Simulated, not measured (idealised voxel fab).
process module | voxel wiring stack
cross-section cut | 205 nm wide | cells 5 nm
A cross-section is a grid of square cells, given in bands from the top down. A band is one or more rows of cells.
Each band's line starts with the height of the band's top and of its bottom, in nm. Then come its materials from left to right, each with its width in nm. One material with "throughout" fills the band from edge to edge. "air" is empty space.
Height 0 is the level under which the wafer as received is all one material. The lowest band goes on downwards, as in "0 down".
A width such as "30 to 40" changes by the same amount from each row of cells to the next, from the band's top row to its bottom row.
"no change" after a step means that no cell of the cross-section changed.
closed voids: empty space of 8 cells or more with no open way to the top, each as width x height at its distance from the left edge, in nm
after a step's settings: what the simulator itself notes on the step
overlay nm, on a step with a mask: how far to the right of its planned place the mask lay; to the left if negative
plan
1 op RECEIVE | material Si
2 op CONFORMAL_DEP | material SiO2 | thk nm 15
3 op DIRECTIONAL_DEP | material TiN | thk nm 5
4 op DIRECTIONAL_DEP | material W | thk nm 15
5 op MASKED_ETCH | tone cover | mask id METAL_1 | width nm 30 | pitch nm 60 | etch materials W | depth nm 15 | overlay nm 0
6 op MASKED_ETCH | tone cover | mask id METAL_1 | width nm 30 | pitch nm 60 | etch materials TiN | depth nm 5 | overlay nm 0
7 op CONFORMAL_DEP | material SiN | thk nm 5
8 op FILL_DEP | material lowk | thk nm 10
9 op CMP | height nm 35
10 op CONFORMAL_DEP | material SiCN | thk nm 5
11 op DIRECTIONAL_DEP | material SiO2 | thk nm 20
12 op DIRECTIONAL_DEP | material aC | thk nm 10
13 op PATTERN | tone open | mask id PLUG_1 | material resist | width nm 15 | pitch nm 60 | thk nm 25 | overlay nm 0
14 op DIRECTIONAL_ETCH | etch materials aC | depth nm 10
15 op STRIP | etch materials resist
16 op DIRECTIONAL_ETCH | etch materials SiO2 | depth nm 20
17 op DIRECTIONAL_ETCH | etch materials SiCN | depth nm 5
18 op STRIP | etch materials aC
19 op EPI | material Ru | thk nm 10
20 op EPI | material Ru | thk nm 10
21 op EPI | material Ru | thk nm 5
22 op DIRECTIONAL_DEP | material TiN | thk nm 5
23 op DIRECTIONAL_DEP | material Ru | thk nm 15
24 op PATTERN | tone cover | mask id METAL_2 | material resist | width nm 30 | pitch nm 60 | thk nm 20 | overlay nm 0
25 op DIRECTIONAL_ETCH | etch materials Ru | depth nm 15
26 op DIRECTIONAL_ETCH | etch materials TiN | depth nm 5
27 op STRIP | etch materials resist
28 op CONFORMAL_DEP | material SiCN | thk nm 5
29 op FILL_DEP | material lowk | thk nm 5
30 op CMP | height nm 80
31 op CONFORMAL_DEP | material SiCN | thk nm 5
as received, after step 1
  0 down: Si throughout
  closed voids: none
first wafer at the end, as planned
  85 to 80: SiCN throughout
  80 to 65: lowk 20 | SiCN 5 | Ru 30 | SiCN 5 | lowk 20 | SiCN 5 | Ru 30 | SiCN 5 | lowk 20 | SiCN 5 | Ru 30 | SiCN 5 | lowk 25
  65 to 60: SiCN 25 | TiN 30 | SiCN 30 | TiN 30 | SiCN 30 | TiN 30 | SiCN 30
  60 to 40: SiO2 25 | Ru 15 | SiO2 45 | Ru 15 | SiO2 45 | Ru 15 | SiO2 45
  40 to 35: SiCN 25 | Ru 15 | SiCN 45 | Ru 15 | SiCN 45 | Ru 15 | SiCN 45
  35 to 20: lowk 20 | SiN 5 | W 30 | SiN 5 | lowk 20 | SiN 5 | W 30 | SiN 5 | lowk 20 | SiN 5 | W 30 | SiN 5 | lowk 25
  20 to 15: SiN 25 | TiN 30 | SiN 30 | TiN 30 | SiN 30 | TiN 30 | SiN 30
  15 to 0: SiO2 throughout
  0 down: Si throughout
  closed voids: none
second wafer at the end: like start, like plan, one mistake
  85 to 80: SiCN throughout
  80 to 70: lowk 20 | SiCN 5 | Ru 25 | SiCN 5 to 10 | lowk 25 to 20 | SiCN 5 | Ru 25 | SiCN 5 to 10 | lowk 25 to 20 | SiCN 5 | Ru 25 | SiCN 5 to 10 | lowk 30 to 25
  70 to 65: lowk 20 | SiCN 5 | Ru 30 | SiCN 5 | lowk 20 | SiCN 5 | Ru 30 | SiCN 5 | lowk 20 | SiCN 5 | Ru 30 | SiCN 5 | lowk 25
  65 to 60: lowk 10 | SiCN 15 | TiN 25 | Ru 5 | SiCN 5 | lowk 10 | SiCN 15 | TiN 25 | Ru 5 | SiCN 5 | lowk 10 | SiCN 15 | TiN 25 | Ru 5 | SiCN 5 | lowk 25
  60 to 55: lowk 10 | SiCN 5 | Ru 40 | SiCN 5 | lowk 10 | SiCN 5 | Ru 40 | SiCN 5 | lowk 10 | SiCN 5 | Ru 40 | SiCN 5 | lowk 25
  55 to 50: SiCN 15 | Ru 35 | TiN 5 | SiCN 20 | Ru 35 | TiN 5 | SiCN 20 | Ru 35 | TiN 5 | SiCN 30
  50 to 40: SiO2 25 | Ru 15 | SiO2 45 | Ru 15 | SiO2 45 | Ru 15 | SiO2 45
  40 to 35: SiCN 25 | Ru 15 | SiCN 45 | Ru 15 | SiCN 45 | Ru 15 | SiCN 45
  35 to 20: lowk 20 | SiN 5 | W 30 | SiN 5 | lowk 20 | SiN 5 | W 30 | SiN 5 | lowk 20 | SiN 5 | W 30 | SiN 5 | lowk 25
  20 to 15: SiN 25 | TiN 30 | SiN 30 | TiN 30 | SiN 30 | TiN 30 | SiN 30
  15 to 0: SiO2 throughout
  0 down: Si throughout
  closed voids: none
what went wrong: step 11 ran as: op DIRECTIONAL_DEP | material SiO2 | thk nm 10
at the end the second wafer has, in cells: 24 more of Ru | 15 more of SiCN | 64 fewer of SiO2 | 25 more of lowk
